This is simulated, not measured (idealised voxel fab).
You're looking at the process module voxel gate over fins.
Cross-sectional view cut (width: 245 nm; square cell size: 5 nm).
A cross-section is a grid of square cells, given in bands from the top down. A band is one or more rows of cells.
Top, bottom (nm), then materials left to right with widths (nm); lone material tagged "edge to edge" fills the whole band edge to edge; "blank" = empty space.
Below 0: as-received wafer, all one material; heights counted from there. Lowest band: no bottom, goes on down, written "0 nm and below".
Top row gets the first number, bottom row gets the second, and each row in between changes by the same step: that is how a band width like "30..40" works.
Take "remained unchanged" at face value: in the step it is given for, the cross-section changed in none of its cells.
Any empty space of 8 cells or more lacking an open way to the top shows up in "Entrapped voids" as width x height at distance, distance from the left edge, in nm.
It should be noted that, on the line of a given step, the content following the step's settings is a remark produced by the simulator itself with respect to that step.
"overlay nm" answers the question of how far to the right of plan the mask lay on a step that has a mask, and when it is negative the answer is to the left.

### This section lists the process steps that were planned
1 RECEIVE,material Si
2 CONFORMAL_DEP,material SiN,thk nm 10
3 DIRECTIONAL_DEP,material aC,thk nm 10
4 PATTERN,tone cover,mask id FINS,material resist,width nm 15,pitch nm 45,thk nm 30,overlay nm 0
5 DIRECTIONAL_ETCH,etch materials aC,depth nm 10
6 STRIP,etch materials resist
7 DIRECTIONAL_ETCH,etch materials SiN,depth nm 10
8 DIRECTIONAL_ETCH,etch materials Si,depth nm 30
9 STRIP,etch materials aC
10 FILL_DEP,material SiO2,thk nm 10
11 CMP,height nm 10
12 SELECTIVE_ETCH,etch materials SiO2,depth nm 20
13 STRIP,etch materials SiN
14 CONFORMAL_DEP,material HfO2,thk nm 5
15 CONFORMAL_DEP,material TiN,thk nm 5
16 FILL_DEP,material W,thk nm 10
17 CMP,height nm 15
18 CONFORMAL_DEP,material SiCN,thk nm 5

### First wafer of two (run as planned)

### Incoming wafer, cross-sectional view, post step 1
- 0 nm and below = Si edge to edge
- Entrapped voids: none

### The following cross-section depicts the wafer upon completion of step 2
- 10 nm to 0 nm = SiN edge to edge
- Under 0: no change, same as before.

### The following cross-section depicts the wafer upon completion of step 3
- 20 nm to 10 nm = aC edge to edge
- Under 10: no change, same as before.

### The following cross-section depicts the wafer upon completion of step 4
- 50 nm to 20 nm = blank (90); resist (15); blank (30); resist (15); blank (95)
- Under 20: no change, same as before.

### The following cross-section depicts the wafer upon completion of step 5
- 40 nm to 20 nm = blank (90); resist (15); blank (30); resist (15); blank (95)
- 20 nm to 10 nm = blank (90); aC (15); blank (30); aC (15); blank (95)
- Under 10: no change, same as before.

### The following cross-section depicts the wafer upon completion of step 6
- 20 nm to 10 nm = blank (90); aC (15); blank (30); aC (15); blank (95)
- Under 10: no change, same as before.

### The following cross-section depicts the wafer upon completion of step 7
- 20 nm to 10 nm = blank (90); aC (15); blank (30); aC (15); blank (95)
- 10 nm to 0 nm = blank (90); SiN (15); blank (30); SiN (15); blank (95)
- Under 0: no change, same as before.

### The following cross-section depicts the wafer upon completion of step 8
- 20 nm to 10 nm = blank (90); aC (15); blank (30); aC (15); blank (95)
- 10 nm to 0 nm = blank (90); SiN (15); blank (30); SiN (15); blank (95)
- 0 nm to -30 nm = blank (90); Si (15); blank (30); Si (15); blank (95)
- Under -30: no change, same as before.

### The following cross-section depicts the wafer upon completion of step 9
- 10 nm to 0 nm = blank (90); SiN (15); blank (30); SiN (15); blank (95)
- Under 0: no change, same as before.

### The following cross-section depicts the wafer upon completion of step 10
- 20 nm to 10 nm = SiO2 edge to edge
- 10 nm to 0 nm = SiO2 (90); SiN (15); SiO2 (30); SiN (15); SiO2 (95)
- 0 nm to -30 nm = SiO2 (90); Si (15); SiO2 (30); Si (15); SiO2 (95)
- Under -30: no change, same as before.

### The following cross-section depicts the wafer upon completion of step 11
- 10 nm to 0 nm = SiO2 (90); SiN (15); SiO2 (30); SiN (15); SiO2 (95)
- Under 0: no change, same as before.

### The following cross-section depicts the wafer upon completion of step 12
- 10 nm to 0 nm = blank (90); SiN (15); blank (30); SiN (15); blank (95)
- 0 nm to -10 nm = blank (90); Si (15); blank (30); Si (15); blank (95)
- Under -10: no change, same as before.

### The following cross-section depicts the wafer upon completion of step 13
- 0 nm to -10 nm = blank (90); Si (15); blank (30); Si (15); blank (95)
- Under -10: no change, same as before.

### The following cross-section depicts the wafer upon completion of step 14
- 5 nm to 0 nm = blank (85); HfO2 (25); blank (20); HfO2 (25); blank (90)
- 0 nm to -5 nm = blank (85); HfO2 (5); Si (15); HfO2 (5); blank (20); HfO2 (5); Si (15); HfO2 (5); blank (90)
- -5 nm to -10 nm = HfO2 (90); Si (15); HfO2 (30); Si (15); HfO2 (95)
- Under -10: no change, same as before.

### The following cross-section depicts the wafer upon completion of step 15
- 10 nm to 5 nm = blank (80); TiN (35); blank (10); TiN (35); blank (85)
- 5 nm to 0 nm = blank (80); TiN (5); HfO2 (25); TiN (5); blank (10); TiN (5); HfO2 (25); TiN (5); blank (85)
- 0 nm to -5 nm = TiN (85); HfO2 (5); Si (15); HfO2 (5); TiN (20); HfO2 (5); Si (15); HfO2 (5); TiN (90)
- Under -5: no change, same as before.

### The following cross-section depicts the wafer upon completion of step 16
- 20 nm to 10 nm = W edge to edge
- 10 nm to 5 nm = W (80); TiN (35); W (10); TiN (35); W (85)
- 5 nm to 0 nm = W (80); TiN (5); HfO2 (25); TiN (5); W (10); TiN (5); HfO2 (25); TiN (5); W (85)
- Under 0: no change, same as before.

### The following cross-section depicts the wafer upon completion of step 17
- 15 nm to 10 nm = W edge to edge
- Under 10: no change, same as before.

### The following cross-section depicts the wafer upon completion of step 18
- 20 nm to 15 nm = SiCN edge to edge
- Under 15: no change, same as before.

### Companion wafer, the second of two: same beginning, same intended sequence, one mistake in carrying it out; through step 13 inclusive it tracks the first exactly

### Cross-section: second wafer, time at which step 14 was scheduled to end
- 15 nm to 5 nm = blank (75); HfO2 (90); blank (80)
- 5 nm to 0 nm = HfO2 edge to edge
- 0 nm to -10 nm = HfO2 (90); Si (15); HfO2 (30); Si (15); HfO2 (95)
- Under -10: no change, same as before.

### Cross-section: second wafer, time at which step 15 was scheduled to end
- 20 nm to 15 nm = blank (70); TiN (100); blank (75)
- 15 nm to 10 nm = blank (70); TiN (5); HfO2 (90); TiN (5); blank (75)
- 10 nm to 5 nm = TiN (75); HfO2 (90); TiN (80)
- Under 5: no change, same as before.

### Cross-section: second wafer, time at which step 16 was scheduled to end
- 30 nm to 20 nm = W edge to edge
- 20 nm to 15 nm = W (70); TiN (100); W (75)
- 15 nm to 10 nm = W (70); TiN (5); HfO2 (90); TiN (5); W (75)
- Under 10: no change, same as before.

### Cross-section: second wafer, time at which step 17 was scheduled to end
- 15 nm to 10 nm = W (70); TiN (5); HfO2 (90); TiN (5); W (75)
- Under 10: no change, same as before.

### Cross-section: second wafer, time at which step 18 was scheduled to end
- 20 nm to 15 nm = SiCN edge to edge
- Under 15: no change, same as before.
what went wrong: step 14 ran with different settings than intended, the actual operation and settings being CONFORMAL_DEP,material HfO2,thk nm 15
Once processing is complete, comparing cell counts shows that the second wafer has more or fewer of certain materials than the first: HfO2: 114 more | TiN: 24 fewer | W: 90 fewer
